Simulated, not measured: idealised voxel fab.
process module | voxel trench capacitor
The figure presents cross-section cut, which has a width of 245 nm and is divided into square cells with an edge length of 5 nm.
Cross-section spec: square-cell grid; bands listed top down; each band is one or more rows.
Band entry format. Leading values: height of top, height of bottom, nm. Remainder: materials in left-to-right order, each with its width in nm. Special words: "throughout" on a single material, which then fills the band edge to edge; "blank", empty space.
Height reference: 0 = level under which incoming wafer is all one material. Lowest band: no bottom, runs on downward, e.g. "0 nm and below".
Top row gets the first number, bottom row gets the second, and each row in between changes by the same step: that is how a band width like "30->40" works.
"identical to before" (step): cross-section cells unchanged, all of them.
"Catalogued sealed voids" specifies each empty space that is not open to the top and that occupies no fewer than 8 cells, using the form width x height at distance, the distance measured from the left edge and all three quantities in nm.
Anything after a step's settings on that line? It's the simulator's own note about the step.
The optional step-line setting "overlay nm" applies to steps with a mask and quantifies how far to the right of its planned location the mask lay, a negative value indicating leftward placement.
# Process steps (planned)
1,RECEIVE [material Si]
2,CONFORMAL_DEP [material SiN] [thk nm 5]
3,PATTERN [tone open] [mask id TRENCH] [material resist] [width nm 25] [pitch nm 40] [thk nm 20] [overlay nm 0]
4,DIRECTIONAL_ETCH [etch materials SiN] [depth nm 5]
5,DIRECTIONAL_ETCH [etch materials Si] [depth nm 40]
6,STRIP [etch materials resist]
7,CONFORMAL_DEP [material Al2O3] [thk nm 5]
8,CONFORMAL_DEP [material TiN] [thk nm 5]
9,FILL_DEP [material W] [thk nm 10]
10,CMP [height nm 5]
# Wafer as received: cross-section following step 1
    0 nm and below | Si throughout
    Catalogued sealed voids: none
# The cross-section shown corresponds to the wafer at the conclusion of the module. The initial structure and the process plan are those presented above; however, one mistake occurred in executing the plan
    5 nm to 0 nm | 60 nm W | 5 nm TiN | 5 nm Al2O3 | 25 nm SiN | 5 nm Al2O3 | 5 nm TiN | 5 nm Al2O3 | 25 nm SiN | 5 nm Al2O3 | 5 nm TiN | 5 nm Al2O3 | 25 nm SiN | 5 nm Al2O3 | 5 nm TiN | 60 nm W
    0 nm to -30 nm | 60 nm W | 5 nm TiN | 5 nm Al2O3 | 25 nm Si | 5 nm Al2O3 | 5 nm TiN | 5 nm Al2O3 | 25 nm Si | 5 nm Al2O3 | 5 nm TiN | 5 nm Al2O3 | 25 nm Si | 5 nm Al2O3 | 5 nm TiN | 60 nm W
    -30 nm to -35 nm | 65 nm TiN | 5 nm Al2O3 | 25 nm Si | 5 nm Al2O3 | 5 nm TiN | 5 nm Al2O3 | 25 nm Si | 5 nm Al2O3 | 5 nm TiN | 5 nm Al2O3 | 25 nm Si | 5 nm Al2O3 | 65 nm TiN
    -35 nm to -40 nm | 70 nm Al2O3 | 25 nm Si | 15 nm Al2O3 | 25 nm Si | 15 nm Al2O3 | 25 nm Si | 70 nm Al2O3
    -40 nm and below | Si throughout
    Catalogued sealed voids: none
Error vs. plan: planned and actual differ for step 3; actual: PATTERN [tone cover] [mask id TRENCH] [material resist] [width nm 25] [pitch nm 40] [thk nm 20] [overlay nm 0]
